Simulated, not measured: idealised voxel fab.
Process module under the name voxel air gaps
The cross-section on display is named cut; it measures 170 nm wide, and its cells are 5 nm squares.
For the purposes of this document, a cross-section shall be understood as a grid of square cells, specified as bands listed in top-to-bottom order, each band consisting of one or more rows of cells.
Band: top and bottom heights (nm) first, top before bottom; then materials from left to right, widths in nm. "edge to edge" marks a sole material filling the band edge to edge. "blank" denotes empty space.
Heights are expressed relative to 0, this being the level below which the as-received wafer comprises one material exclusively. The lowest band is unbounded in the downward direction and is denoted as in "0 down".
The notation "30..40" denotes a width that varies across the rows of cells in the band, beginning at the first number in the top row, finishing at the second number in the bottom row, and changing by an identical amount from each row to the next.
When a step is marked "no change occurred", none of the cells in the cross-section changed during that step.
What "Fully sealed cavities" gives you is every empty space of 8 cells or more that is cut off from the top. Each appears as width x height at distance, with the distance taken from the left edge and width, height and distance all in nm.
It should be noted that, on the line of a given step, the content following the step's settings is a remark produced by the simulator itself with respect to that step.
overlay nm: mask right of planned place by this much (step with mask). Neg. = left.

Planned step list for the process
1 RECEIVE | material Si
2 CONFORMAL_DEP | material SiO2 | thk nm 15
3 CONFORMAL_DEP | material SiCN | thk nm 5
4 DIRECTIONAL_DEP | material SiO2 | thk nm 40
5 PATTERN | tone open | mask id LINES | material resist | width nm 25 | pitch nm 50 | thk nm 15 | overlay nm 0
6 DIRECTIONAL_ETCH | etch materials SiO2 | depth nm 40
7 STRIP | etch materials resist
8 CONFORMAL_DEP | material TiN | thk nm 5
9 FILL_DEP | material Cu | thk nm 5
10 CMP | height nm 60
11 EPI | material Ru | thk nm 10
12 SELECTIVE_ETCH | etch materials SiO2 | depth nm 50
13 CONFORMAL_DEP | material SiCN | thk nm 5

Concerning the first of two wafers, which was run in accordance with the plan

This is the cross-section of the wafer as we received it, i.e. after step 1
0 down = Si edge to edge
Fully sealed cavities: none

Cross-section through the wafer, step 2 finished
15 to 0 = SiO2 edge to edge
For the remainder of the cross-section, below 0, there is no change.

Cross-section through the wafer, step 3 finished
20 to 15 = SiCN edge to edge
For the remainder of the cross-section, below 15, there is no change.

Cross-section through the wafer, step 4 finished
60 to 20 = SiO2 edge to edge
For the remainder of the cross-section, below 20, there is no change.

Cross-section through the wafer, step 5 finished
75 to 60 = resist (20); blank (25); resist (25); blank (25); resist (25); blank (25); resist (25)
For the remainder of the cross-section, below 60, there is no change.

Cross-section through the wafer, step 6 finished
75 to 60 = resist (20); blank (25); resist (25); blank (25); resist (25); blank (25); resist (25)
60 to 20 = SiO2 (20); blank (25); SiO2 (25); blank (25); SiO2 (25); blank (25); SiO2 (25)
For the remainder of the cross-section, below 20, there is no change.

Cross-section through the wafer, step 7 finished
60 to 20 = SiO2 (20); blank (25); SiO2 (25); blank (25); SiO2 (25); blank (25); SiO2 (25)
For the remainder of the cross-section, below 20, there is no change.

Cross-section through the wafer, step 8 finished
65 to 60 = TiN (25); blank (15); TiN (35); blank (15); TiN (35); blank (15); TiN (30)
60 to 25 = SiO2 (20); TiN (5); blank (15); TiN (5); SiO2 (25); TiN (5); blank (15); TiN (5); SiO2 (25); TiN (5); blank (15); TiN (5); SiO2 (25)
25 to 20 = SiO2 (20); TiN (25); SiO2 (25); TiN (25); SiO2 (25); TiN (25); SiO2 (25)
For the remainder of the cross-section, below 20, there is no change.

Cross-section through the wafer, step 9 finished
70 to 65 = Cu edge to edge
65 to 60 = TiN (25); Cu (15); TiN (35); Cu (15); TiN (35); Cu (15); TiN (30)
60 to 25 = SiO2 (20); TiN (5); Cu (15); TiN (5); SiO2 (25); TiN (5); Cu (15); TiN (5); SiO2 (25); TiN (5); Cu (15); TiN (5); SiO2 (25)
For the remainder of the cross-section, below 25, there is no change.

Cross-section through the wafer, step 10 finished
60 to 25 = SiO2 (20); TiN (5); Cu (15); TiN (5); SiO2 (25); TiN (5); Cu (15); TiN (5); SiO2 (25); TiN (5); Cu (15); TiN (5); SiO2 (25)
For the remainder of the cross-section, below 25, there is no change.

Cross-section through the wafer, step 11 finished
70 to 60 = blank (10); Ru (45); blank (5); Ru (45); blank (5); Ru (45); blank (15)
For the remainder of the cross-section, below 60, there is no change.

Cross-section through the wafer, step 12 finished
70 to 60 = blank (10); Ru (45); blank (5); Ru (45); blank (5); Ru (45); blank (15)
60 to 25 = blank (20); TiN (5); Cu (15); TiN (5); blank (25); TiN (5); Cu (15); TiN (5); blank (25); TiN (5); Cu (15); TiN (5); blank (25)
25 to 20 = blank (20); TiN (25); blank (25); TiN (25); blank (25); TiN (25); blank (25)
For the remainder of the cross-section, below 20, there is no change.

Cross-section through the wafer, step 13 finished
75 to 70 = blank (5); SiCN (155); blank (10)
70 to 60 = blank (5); SiCN (5); Ru (45); SiCN (5); Ru (45); SiCN (5); Ru (45); SiCN (5); blank (10)
60 to 55 = blank (5); SiCN (15); TiN (5); Cu (15); TiN (5); SiCN (25); TiN (5); Cu (15); TiN (5); SiCN (25); TiN (5); Cu (15); TiN (5); SiCN (15); blank (10)
55 to 25 = blank (15); SiCN (5); TiN (5); Cu (15); TiN (5); SiCN (5); blank (15); SiCN (5); TiN (5); Cu (15); TiN (5); SiCN (5); blank (15); SiCN (5); TiN (5); Cu (15); TiN (5); SiCN (5); blank (20)
25 to 20 = SiCN (20); TiN (25); SiCN (25); TiN (25); SiCN (25); TiN (25); SiCN (25)
For the remainder of the cross-section, below 20, there is no change.
Fully sealed cavities: 15 x 30 at 50; 15 x 30 at 100

The second wafer was prepared from the same starting point and under the same plan as the first; its processing contained one mistake, and it remains indistinguishable from the first wafer up to and including step 3

The second wafer in cross-section, at the planned close of step 4
60 to 20 = Cu edge to edge
For the remainder of the cross-section, below 20, there is no change.

The second wafer in cross-section, at the planned close of step 5
75 to 60 = resist (20); blank (25); resist (25); blank (25); resist (25); blank (25); resist (25)
For the remainder of the cross-section, below 60, there is no change.

The second wafer in cross-section, at the planned close of step 6: no change occurred

The second wafer in cross-section, at the planned close of step 7
60 to 20 = Cu edge to edge
For the remainder of the cross-section, below 20, there is no change.

The second wafer in cross-section, at the planned close of step 8
65 to 60 = TiN edge to edge
For the remainder of the cross-section, below 60, there is no change.

The second wafer in cross-section, at the planned close of step 9
70 to 65 = Cu edge to edge
For the remainder of the cross-section, below 65, there is no change.

The second wafer in cross-section, at the planned close of step 10
60 to 20 = Cu edge to edge
For the remainder of the cross-section, below 20, there is no change.

The second wafer in cross-section, at the planned close of step 11
70 to 60 = Ru edge to edge
For the remainder of the cross-section, below 60, there is no change.

The second wafer in cross-section, at the planned close of step 12: no change occurred

The second wafer in cross-section, at the planned close of step 13
75 to 70 = SiCN edge to edge
For the remainder of the cross-section, below 70, there is no change.
Nonconformance to the process plan: contrary to plan, step 4 was performed as DIRECTIONAL_DEP | material Cu | thk nm 40
Bottom line after processing is that, in cells, the second wafer is up or down on some materials versus the first: Cu +209; Ru +14; SiCN -76; TiN -57
In the final state there are 2 closed voids in the first wafer, compared with 0 in the second wafer.
